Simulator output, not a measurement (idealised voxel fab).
The process module that follows is named voxel tone inversion.
Square cell edge 5 nm, section width 275 nm, ID cut.
In what follows, cross-sections appear as grids of square cells, described through bands that run from the top down, where every band is one or more rows of cells. First you get the band's top height and its bottom height, in nm, and then the materials it's made of, left to right, with each width in nm. If you see a single material with "edge to edge", that one covers the band edge to edge. "empty" is empty space. A quick word on heights: they are counted from 0, and under that level the wafer as it came to us is one material throughout. The lowest band is different from the rest in having no bottom; it simply continues downward, written as in "top 0, no bottom". Width: "30 to 40" (first number = top row, second number = bottom row, same change from row to row of cells). "stayed the same" -> step changed no cross-section cell. Under "Fully enclosed voids" you'll find the enclosed gaps, the ones with no way out to the top, that are 8 cells or bigger; each reads width x height at distance, with distance counted from the left edge, everything in nm. Note: text after step settings on the step line = simulator remark on that step. On any step carrying a mask, the "overlay nm" setting, if present on the step's line, tells how far right of its planned place the mask lay; negative values point to the left.
-- plan
1. RECEIVE [material Si]
2. CONFORMAL_DEP [material SiN] [thk nm 10]
3. DIRECTIONAL_DEP [material aC] [thk nm 15]
4. PATTERN [tone cover] [mask id POSTS] [material resist] [width nm 25] [pitch nm 45] [thk nm 20] [overlay nm 0]
5. DIRECTIONAL_ETCH [etch materials aC] [depth nm 15]
6. STRIP [etch materials resist]
7. FILL_DEP [material SiO2] [thk nm 5]
8. CMP [height nm 25]
9. STRIP [etch materials aC]
10. CONFORMAL_DEP [material TiN] [thk nm 5]
11. FILL_DEP [material Cu] [thk nm 5]
12. CMP [height nm 25]
13. CONFORMAL_DEP [material SiN] [thk nm 5]
-- Of two wafers, the first: run according to plan
-- Step 1 complete: cross-section of the wafer as received
    top 0, no bottom: Si edge to edge
    Fully enclosed voids: none
-- How the wafer stands in section after step 2
    top 10, bottom 0: SiN edge to edge
    Under the height 0 nothing was changed.
-- How the wafer stands in section after step 3
    top 25, bottom 10: aC edge to edge
    Under the height 10 nothing was changed.
-- How the wafer stands in section after step 4
    top 45, bottom 25: empty: 55 / resist: 25 / empty: 20 / resist: 25 / empty: 20 / resist: 25 / empty: 20 / resist: 25 / empty: 60
    Under the height 25 nothing was changed.
-- How the wafer stands in section after step 5
    top 30, bottom 25: empty: 55 / resist: 25 / empty: 20 / resist: 25 / empty: 20 / resist: 25 / empty: 20 / resist: 25 / empty: 60
    top 25, bottom 10: empty: 55 / aC: 25 / empty: 20 / aC: 25 / empty: 20 / aC: 25 / empty: 20 / aC: 25 / empty: 60
    Under the height 10 nothing was changed.
-- How the wafer stands in section after step 6
    top 25, bottom 10: empty: 55 / aC: 25 / empty: 20 / aC: 25 / empty: 20 / aC: 25 / empty: 20 / aC: 25 / empty: 60
    Under the height 10 nothing was changed.
-- How the wafer stands in section after step 7
    top 30, bottom 25: SiO2 edge to edge
    top 25, bottom 10: SiO2: 55 / aC: 25 / SiO2: 20 / aC: 25 / SiO2: 20 / aC: 25 / SiO2: 20 / aC: 25 / SiO2: 60
    Under the height 10 nothing was changed.
-- How the wafer stands in section after step 8
    top 25, bottom 10: SiO2: 55 / aC: 25 / SiO2: 20 / aC: 25 / SiO2: 20 / aC: 25 / SiO2: 20 / aC: 25 / SiO2: 60
    Under the height 10 nothing was changed.
-- How the wafer stands in section after step 9
    top 25, bottom 10: SiO2: 55 / empty: 25 / SiO2: 20 / empty: 25 / SiO2: 20 / empty: 25 / SiO2: 20 / empty: 25 / SiO2: 60
    Under the height 10 nothing was changed.
-- How the wafer stands in section after step 10
    top 30, bottom 25: TiN: 60 / empty: 15 / TiN: 30 / empty: 15 / TiN: 30 / empty: 15 / TiN: 30 / empty: 15 / TiN: 65
    top 25, bottom 15: SiO2: 55 / TiN: 5 / empty: 15 / TiN: 5 / SiO2: 20 / TiN: 5 / empty: 15 / TiN: 5 / SiO2: 20 / TiN: 5 / empty: 15 / TiN: 5 / SiO2: 20 / TiN: 5 / empty: 15 / TiN: 5 / SiO2: 60
    top 15, bottom 10: SiO2: 55 / TiN: 25 / SiO2: 20 / TiN: 25 / SiO2: 20 / TiN: 25 / SiO2: 20 / TiN: 25 / SiO2: 60
    Under the height 10 nothing was changed.
-- How the wafer stands in section after step 11
    top 35, bottom 30: Cu edge to edge
    top 30, bottom 25: TiN: 60 / Cu: 15 / TiN: 30 / Cu: 15 / TiN: 30 / Cu: 15 / TiN: 30 / Cu: 15 / TiN: 65
    top 25, bottom 15: SiO2: 55 / TiN: 5 / Cu: 15 / TiN: 5 / SiO2: 20 / TiN: 5 / Cu: 15 / TiN: 5 / SiO2: 20 / TiN: 5 / Cu: 15 / TiN: 5 / SiO2: 20 / TiN: 5 / Cu: 15 / TiN: 5 / SiO2: 60
    Under the height 15 nothing was changed.
-- How the wafer stands in section after step 12
    top 25, bottom 15: SiO2: 55 / TiN: 5 / Cu: 15 / TiN: 5 / SiO2: 20 / TiN: 5 / Cu: 15 / TiN: 5 / SiO2: 20 / TiN: 5 / Cu: 15 / TiN: 5 / SiO2: 20 / TiN: 5 / Cu: 15 / TiN: 5 / SiO2: 60
    Under the height 15 nothing was changed.
-- How the wafer stands in section after step 13
    top 30, bottom 25: SiN edge to edge
    Under the height 25 nothing was changed.
-- For the second wafer, take the first wafer's start and plan, then add one mistake made in running it; everything through step 3, that step included, is shared with the first
-- when step 4 should have ended
    top 45, bottom 25: empty: 60 / resist: 20 / empty: 25 / resist: 20 / empty: 25 / resist: 20 / empty: 25 / resist: 20 / empty: 60
    Under the height 25 nothing was changed.
-- when step 5 should have ended
    top 30, bottom 25: empty: 60 / resist: 20 / empty: 25 / resist: 20 / empty: 25 / resist: 20 / empty: 25 / resist: 20 / empty: 60
    top 25, bottom 10: empty: 60 / aC: 20 / empty: 25 / aC: 20 / empty: 25 / aC: 20 / empty: 25 / aC: 20 / empty: 60
    Under the height 10 nothing was changed.
-- when step 6 should have ended
    top 25, bottom 10: empty: 60 / aC: 20 / empty: 25 / aC: 20 / empty: 25 / aC: 20 / empty: 25 / aC: 20 / empty: 60
    Under the height 10 nothing was changed.
-- when step 7 should have ended
    top 30, bottom 25: SiO2 edge to edge
    top 25, bottom 10: SiO2: 60 / aC: 20 / SiO2: 25 / aC: 20 / SiO2: 25 / aC: 20 / SiO2: 25 / aC: 20 / SiO2: 60
    Under the height 10 nothing was changed.
-- when step 8 should have ended
    top 25, bottom 10: SiO2: 60 / aC: 20 / SiO2: 25 / aC: 20 / SiO2: 25 / aC: 20 / SiO2: 25 / aC: 20 / SiO2: 60
    Under the height 10 nothing was changed.
-- when step 9 should have ended
    top 25, bottom 10: SiO2: 60 / empty: 20 / SiO2: 25 / empty: 20 / SiO2: 25 / empty: 20 / SiO2: 25 / empty: 20 / SiO2: 60
    Under the height 10 nothing was changed.
-- when step 10 should have ended
    top 30, bottom 25: TiN: 65 / empty: 10 / TiN: 35 / empty: 10 / TiN: 35 / empty: 10 / TiN: 35 / empty: 10 / TiN: 65
    top 25, bottom 15: SiO2: 60 / TiN: 5 / empty: 10 / TiN: 5 / SiO2: 25 / TiN: 5 / empty: 10 / TiN: 5 / SiO2: 25 / TiN: 5 / empty: 10 / TiN: 5 / SiO2: 25 / TiN: 5 / empty: 10 / TiN: 5 / SiO2: 60
    top 15, bottom 10: SiO2: 60 / TiN: 20 / SiO2: 25 / TiN: 20 / SiO2: 25 / TiN: 20 / SiO2: 25 / TiN: 20 / SiO2: 60
    Under the height 10 nothing was changed.
-- when step 11 should have ended
    top 35, bottom 30: Cu edge to edge
    top 30, bottom 25: TiN: 65 / Cu: 10 / TiN: 35 / Cu: 10 / TiN: 35 / Cu: 10 / TiN: 35 / Cu: 10 / TiN: 65
    top 25, bottom 15: SiO2: 60 / TiN: 5 / Cu: 10 / TiN: 5 / SiO2: 25 / TiN: 5 / Cu: 10 / TiN: 5 / SiO2: 25 / TiN: 5 / Cu: 10 / TiN: 5 / SiO2: 25 / TiN: 5 / Cu: 10 / TiN: 5 / SiO2: 60
    Under the height 15 nothing was changed.
-- when step 12 should have ended
    top 25, bottom 15: SiO2: 60 / TiN: 5 / Cu: 10 / TiN: 5 / SiO2: 25 / TiN: 5 / Cu: 10 / TiN: 5 / SiO2: 25 / TiN: 5 / Cu: 10 / TiN: 5 / SiO2: 25 / TiN: 5 / Cu: 10 / TiN: 5 / SiO2: 60
    Under the height 15 nothing was changed.
-- when step 13 should have ended
    top 30, bottom 25: SiN edge to edge
    Under the height 25 nothing was changed.
Plan not followed: it should be noted that step 4 was executed with settings other than those planned, the operation and settings actually applied being PATTERN [tone cover] [mask id POSTS] [material resist] [width nm 20] [pitch nm 45] [thk nm 20] [overlay nm 0]
The final cell counts differ between the wafers, with the second having more or fewer of some materials than the first: Cu: 8 fewer | SiO2: 12 more | TiN: 4 fewer
